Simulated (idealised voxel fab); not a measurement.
process module | voxel released beams
cross-section cut | 285 nm wide | cells 5 nm
A cross-section is a grid of square cells, given in bands from the top down. A band is one or more rows of cells.
Each band's line starts with the height of the band's top and of its bottom, in nm. Then come its materials from left to right, each with its width in nm. One material with "throughout" fills the band from edge to edge. "air" is empty space.
Height 0 is the level under which the wafer as received is all one material. The lowest band goes on downwards, as in "0 down".
A width such as "30 to 40" changes by the same amount from each row of cells to the next, from the band's top row to its bottom row.
"no change" after a step means that no cell of the cross-section changed.
closed voids: empty space of 8 cells or more with no open way to the top, each as width x height at its distance from the left edge, in nm
after a step's settings: what the simulator itself notes on the step
overlay nm, on a step with a mask: how far to the right of its planned place the mask lay; to the left if negative
plan
1 op RECEIVE | material Si
2 op CONFORMAL_DEP | material SiN | thk nm 5
3 op DIRECTIONAL_DEP | material SiO2 | thk nm 10
4 op PATTERN | tone open | mask id ANCHOR | material resist | width nm 35 | thk nm 15 | overlay nm 0
5 op DIRECTIONAL_ETCH | etch materials SiO2 | depth nm 10
6 op STRIP | etch materials resist
7 op CONFORMAL_DEP | material polySi | thk nm 15
8 op DIRECTIONAL_DEP | material aC | thk nm 10
9 op PATTERN | tone cover | mask id BEAM | material resist | width nm 105 | thk nm 25 | overlay nm 0
10 op DIRECTIONAL_ETCH | etch materials aC | depth nm 10
11 op STRIP | etch materials resist
12 op DIRECTIONAL_ETCH | etch materials polySi | depth nm 15
13 op STRIP | etch materials aC
14 op STRIP | etch materials SiO2
varied across the wafers: width nm of step 9. The plan shows the first wafer's value. All wafers start alike
first wafer as received, after step 1
  0 down: Si throughout
  closed voids: none
first wafer at the end, after step 14
  30 to 20: air 85 | polySi 15 | air 5 | polySi 85 | air 95
  20 to 15: air 85 | polySi 105 | air 95
  15 to 5: air 85 | polySi 35 | air 165
  5 to 0: SiN throughout
  0 down: Si throughout
  closed voids: none
last wafer at the end
  30 to 20: air 75 | polySi 25 | air 5 | polySi 100 | air 80
  20 to 15: air 75 | polySi 130 | air 80
  15 to 5: air 85 | polySi 35 | air 165
  5 to 0: SiN throughout
  0 down: Si throughout
  closed voids: none
each wafer at the end: cells of each material gained (+) or lost (-) since it was received, then its closed voids
width nm 105 | +57 SiN | +75 polySi | closed voids: none
width nm 110 | +57 SiN | +78 polySi | closed voids: none
width nm 115 | +57 SiN | +81 polySi | closed voids: none
width nm 120 | +57 SiN | +84 polySi | closed voids: none
width nm 125 | +57 SiN | +87 polySi | closed voids: none
width nm 130 | +57 SiN | +90 polySi | closed voids: none
